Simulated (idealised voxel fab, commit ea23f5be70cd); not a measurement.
You're looking at the process module voxel self aligned vias.
Displayed cross-section: cut, width of 160 nm, square cells sized 5 nm.
For the purposes of this document, a cross-section shall be understood as a grid of square cells, specified as bands listed in top-to-bottom order, each band consisting of one or more rows of cells.
Within each band entry, the heights of the top and of the bottom of the band appear first, in that order and in nm; the materials of the band then follow from left to right, each with its corresponding width in nm. The designation "throughout" on a single material indicates that it fills the band from edge to edge; the designation "blank" indicates empty space.
Zero point of the height axis is 0; under it, received wafer = one material. Lowest band: continues down indefinitely, "from 0 down".
Width spec "30..40" -> top row of cells at first value, bottom row at second value, equal per-row change in between.
"changes: none" after a step means that no cell of the cross-section changed.
Closed-off voids of 8+ cells (no open route to the top) go in "closed voids", written width x height at distance from the left edge, in nm.
Where a step's line continues beyond its settings, the continuation is a remark by the simulator itself on that step.
overlay nm: mask right of planned place by this much (step with mask). Neg. = left.
-- The following list gives the planned process steps
step 1: RECEIVE with material Si
step 2: CONFORMAL_DEP with material SiO2, thk nm 15
step 3: CONFORMAL_DEP with material SiCN, thk nm 5
step 4: DIRECTIONAL_DEP with material SiO2, thk nm 30
step 5: DIRECTIONAL_DEP with material aC, thk nm 10
step 6: PATTERN with tone open, mask id LINES, material resist, width nm 20, pitch nm 55, thk nm 25, overlay nm 0
step 7: DIRECTIONAL_ETCH with etch materials aC, depth nm 10
step 8: STRIP with etch materials resist
step 9: DIRECTIONAL_ETCH with etch materials SiO2, depth nm 30
step 10: STRIP with etch materials aC
step 11: CONFORMAL_DEP with material TiN, thk nm 5
step 12: FILL_DEP with material Ru, thk nm 10
step 13: CMP with height nm 50
step 14: SELECTIVE_ETCH with etch materials W Ru TiN, depth nm 10
step 15: FILL_DEP with material SiN, thk nm 10
step 16: CMP with height nm 50
step 17: DIRECTIONAL_DEP with material SiO2, thk nm 20
step 18: PATTERN with tone open, mask id VIAS, material resist, width nm 30, thk nm 20, overlay nm 0
step 19: DIRECTIONAL_ETCH with etch materials SiO2, depth nm 20
step 20: DIRECTIONAL_ETCH with etch materials SiN, depth nm 10
step 21: STRIP with etch materials resist
step 22: CONFORMAL_DEP with material TiN, thk nm 5
step 23: FILL_DEP with material Cu, thk nm 5
step 24: CMP with height nm 70
step 25: CONFORMAL_DEP with material SiN, thk nm 5
-- As-received wafer cross-section (after step 1)
> from 0 down: Si throughout
> closed voids: none
-- Run as planned - first of the two wafers cross-sectioned at the end of the module
> from 75 to 70: SiN throughout
> from 70 to 55: SiO2 35 nm; TiN 5 nm; Cu 20 nm; TiN 5 nm; SiO2 95 nm
> from 55 to 50: SiO2 35 nm; TiN 10 nm; Cu 10 nm; TiN 10 nm; SiO2 95 nm
> from 50 to 45: SiO2 40 nm; TiN 5 nm; Cu 10 nm; TiN 5 nm; SiO2 35 nm; SiN 20 nm; SiO2 45 nm
> from 45 to 40: SiO2 40 nm; TiN 20 nm; SiO2 35 nm; SiN 20 nm; SiO2 45 nm
> from 40 to 25: SiO2 40 nm; TiN 5 nm; Ru 10 nm; TiN 5 nm; SiO2 35 nm; TiN 5 nm; Ru 10 nm; TiN 5 nm; SiO2 45 nm
> from 25 to 20: SiO2 40 nm; TiN 20 nm; SiO2 35 nm; TiN 20 nm; SiO2 45 nm
> from 20 to 15: SiCN throughout
> from 15 to 0: SiO2 throughout
> from 0 down: Si throughout
> closed voids: none
-- Second wafer of the two, sectioned at the end of the module. It began like the first and followed the same plan, but one mistake was made while running it
> from 75 to 70: SiN throughout
> from 70 to 50: SiO2 35 nm; TiN 5 nm; Cu 20 nm; TiN 5 nm; SiO2 95 nm
> from 50 to 45: SiN 35 nm; TiN 10 nm; Cu 10 nm; TiN 10 nm; SiN 95 nm
> from 45 to 40: SiO2 40 nm; TiN 20 nm; SiO2 35 nm; SiN 20 nm; SiO2 45 nm
> from 40 to 20: SiO2 40 nm; TiN 5 nm; Ru 10 nm; TiN 5 nm; SiO2 35 nm; TiN 5 nm; Ru 10 nm; TiN 5 nm; SiO2 45 nm
> from 20 to 15: SiO2 40 nm; TiN 20 nm; SiO2 35 nm; TiN 20 nm; SiO2 45 nm
> from 15 to 0: SiO2 throughout
> from 0 down: Si throughout
> closed voids: none
The plan and the run diverged here: with respect to the plan, step 3 was omitted and not executed
It is noted that, at the conclusion of processing, the second wafer exhibits a higher or lower cell count for certain materials relative to the first: Cu +2 | Ru +4 | SiCN -32 | SiN +22 | TiN +4
